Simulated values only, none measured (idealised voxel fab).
process module | voxel wiring stack
cross-section cut | 190 nm wide | cells 5 nm
A cross-section is a grid of square cells, given in bands from the top down. A band is one or more rows of cells.
Each band's line starts with the height of the band's top and of its bottom, in nm. Then come its materials from left to right, each with its width in nm. One material with "throughout" fills the band from edge to edge. "air" is empty space.
Height 0 is the level under which the wafer as received is all one material. The lowest band goes on downwards, as in "0 down".
A width such as "30 to 40" changes by the same amount from each row of cells to the next, from the band's top row to its bottom row.
"no change" after a step means that no cell of the cross-section changed.
closed voids: empty space of 8 cells or more with no open way to the top, each as width x height at its distance from the left edge, in nm
after a step's settings: what the simulator itself notes on the step
overlay nm, on a step with a mask: how far to the right of its planned place the mask lay; to the left if negative
plan
1 op RECEIVE | material Si
2 op CONFORMAL_DEP | material SiO2 | thk nm 15
3 op CONFORMAL_DEP | material SiN | thk nm 5
4 op DIRECTIONAL_DEP | material lowk | thk nm 25
5 op PATTERN | tone open | mask id METAL_1 | material resist | width nm 20 | pitch nm 40 | thk nm 15 | overlay nm 0
6 op DIRECTIONAL_ETCH | etch materials lowk | depth nm 25
7 op DIRECTIONAL_ETCH | etch materials SiN | depth nm 5
8 op STRIP | etch materials resist
9 op CONFORMAL_DEP | material TiN | thk nm 5
10 op FILL_DEP | material W | thk nm 10
11 op CMP | height nm 45
12 op EPI | material Ru | thk nm 5
13 op FILL_DEP | material SiCN | thk nm 5
14 op DIRECTIONAL_DEP | material lowk | thk nm 30
15 op DIRECTIONAL_DEP | material aC | thk nm 10
16 op PATTERN | tone open | mask id METAL_2 | material resist | width nm 20 | pitch nm 40 | thk nm 25 | overlay nm 0
17 op DIRECTIONAL_ETCH | etch materials aC | depth nm 10
18 op STRIP | etch materials resist
19 op DIRECTIONAL_ETCH | etch materials lowk | depth nm 20
20 op STRIP | etch materials aC
21 op PATTERN | tone open | mask id METAL_2_HOLES | material resist | width nm 15 | pitch nm 40 | thk nm 20 | overlay nm 0
22 op DIRECTIONAL_ETCH | etch materials lowk | depth nm 10
23 op DIRECTIONAL_ETCH | etch materials SiCN | depth nm 5
24 op STRIP | etch materials resist
25 op CONFORMAL_DEP | material TiN | thk nm 5
26 op FILL_DEP | material Ru | thk nm 5
27 op CMP | height nm 85
28 op CONFORMAL_DEP | material SiCN | thk nm 5
29 op DIRECTIONAL_DEP | material lowk | thk nm 15
30 op DIRECTIONAL_DEP | material aC | thk nm 15
31 op PATTERN | tone open | mask id PLUG_2 | material resist | width nm 15 | thk nm 30 | overlay nm 0
32 op DIRECTIONAL_ETCH | etch materials aC | depth nm 15
33 op STRIP | etch materials resist
34 op DIRECTIONAL_ETCH | etch materials lowk | depth nm 15
35 op DIRECTIONAL_ETCH | etch materials SiCN | depth nm 5
36 op STRIP | etch materials aC
37 op CONFORMAL_DEP | material TiN | thk nm 5
38 op FILL_DEP | material Cu | thk nm 5
39 op CMP | height nm 105
40 op CONFORMAL_DEP | material SiCN | thk nm 5
41 op DIRECTIONAL_DEP | material SiO2 | thk nm 15
42 op PATTERN | tone open | mask id METAL_3 | material resist | width nm 20 | pitch nm 40 | thk nm 20 | overlay nm 0
43 op DIRECTIONAL_ETCH | etch materials SiO2 | depth nm 15
44 op DIRECTIONAL_ETCH | etch materials SiCN | depth nm 5
45 op STRIP | etch materials resist
46 op CONFORMAL_DEP | material TiN | thk nm 5
47 op FILL_DEP | material Cu | thk nm 10
48 op CMP | height nm 125
49 op CONFORMAL_DEP | material SiN | thk nm 5
as received, after step 1
  0 down: Si throughout
  closed voids: none
first wafer at the end, as planned
  130 to 125: SiN throughout
  125 to 110: SiO2 65 | TiN 5 | Cu 10 | TiN 5 | SiO2 20 | TiN 5 | Cu 10 | TiN 5 | SiO2 65
  110 to 105: SiCN 65 | TiN 20 | SiCN 20 | TiN 20 | SiCN 65
  105 to 90: lowk 65 | TiN 5 | Cu 5 | TiN 5 | lowk 110
  90 to 85: SiCN 65 | TiN 15 | SiCN 110
  85 to 70: lowk 65 | TiN 5 | Ru 10 | TiN 5 | lowk 20 | TiN 5 | Ru 10 | TiN 5 | lowk 65
  70 to 65: lowk 65 | TiN 5 | Ru 5 | TiN 10 | lowk 20 | TiN 5 | Ru 5 | TiN 10 | lowk 65
  65 to 55: lowk 65 | TiN 5 | Ru 5 | TiN 5 | lowk 25 | TiN 5 | Ru 5 | TiN 5 | lowk 70
  55 to 50: SiCN 65 | TiN 15 | SiCN 25 | TiN 15 | SiCN 70
  50 to 45: SiCN 60 | Ru 30 | SiCN 10 | Ru 30 | SiCN 60
  45 to 20: lowk 65 | TiN 5 | W 10 | TiN 5 | lowk 20 | TiN 5 | W 10 | TiN 5 | lowk 65
  20 to 15: SiN 65 | TiN 20 | SiN 20 | TiN 20 | SiN 65
  15 to 0: SiO2 throughout
  0 down: Si throughout
  closed voids: none
second wafer at the end: like start, like plan, one mistake
  130 to 125: SiN throughout
  125 to 110: SiO2 65 | TiN 5 | Cu 10 | TiN 5 | SiO2 20 | TiN 5 | Cu 10 | TiN 5 | SiO2 65
  110 to 105: SiCN 65 | TiN 20 | SiCN 20 | TiN 20 | SiCN 65
  105 to 90: lowk 60 | TiN 5 | Cu 15 | TiN 5 | lowk 105
  90 to 85: SiCN 60 | TiN 25 | SiCN 105
  85 to 70: lowk 65 | TiN 5 | Ru 10 | TiN 5 | lowk 20 | TiN 5 | Ru 10 | TiN 5 | lowk 65
  70 to 65: lowk 65 | TiN 5 | Ru 5 | TiN 10 | lowk 20 | TiN 5 | Ru 5 | TiN 10 | lowk 65
  65 to 55: lowk 65 | TiN 5 | Ru 5 | TiN 5 | lowk 25 | TiN 5 | Ru 5 | TiN 5 | lowk 70
  55 to 50: SiCN 65 | TiN 15 | SiCN 25 | TiN 15 | SiCN 70
  50 to 45: SiCN 60 | Ru 30 | SiCN 10 | Ru 30 | SiCN 60
  45 to 20: lowk 65 | TiN 5 | W 10 | TiN 5 | lowk 20 | TiN 5 | W 10 | TiN 5 | lowk 65
  20 to 15: SiN 65 | TiN 20 | SiN 20 | TiN 20 | SiN 65
  15 to 0: SiO2 throughout
  0 down: Si throughout
  closed voids: none
what went wrong: step 31 ran as: op PATTERN | tone open | mask id PLUG_2 | material resist | width nm 25 | thk nm 30 | overlay nm 0
at the end the second wafer has, in cells: 6 more of Cu | 2 fewer of SiCN | 2 more of TiN | 6 fewer of lowk
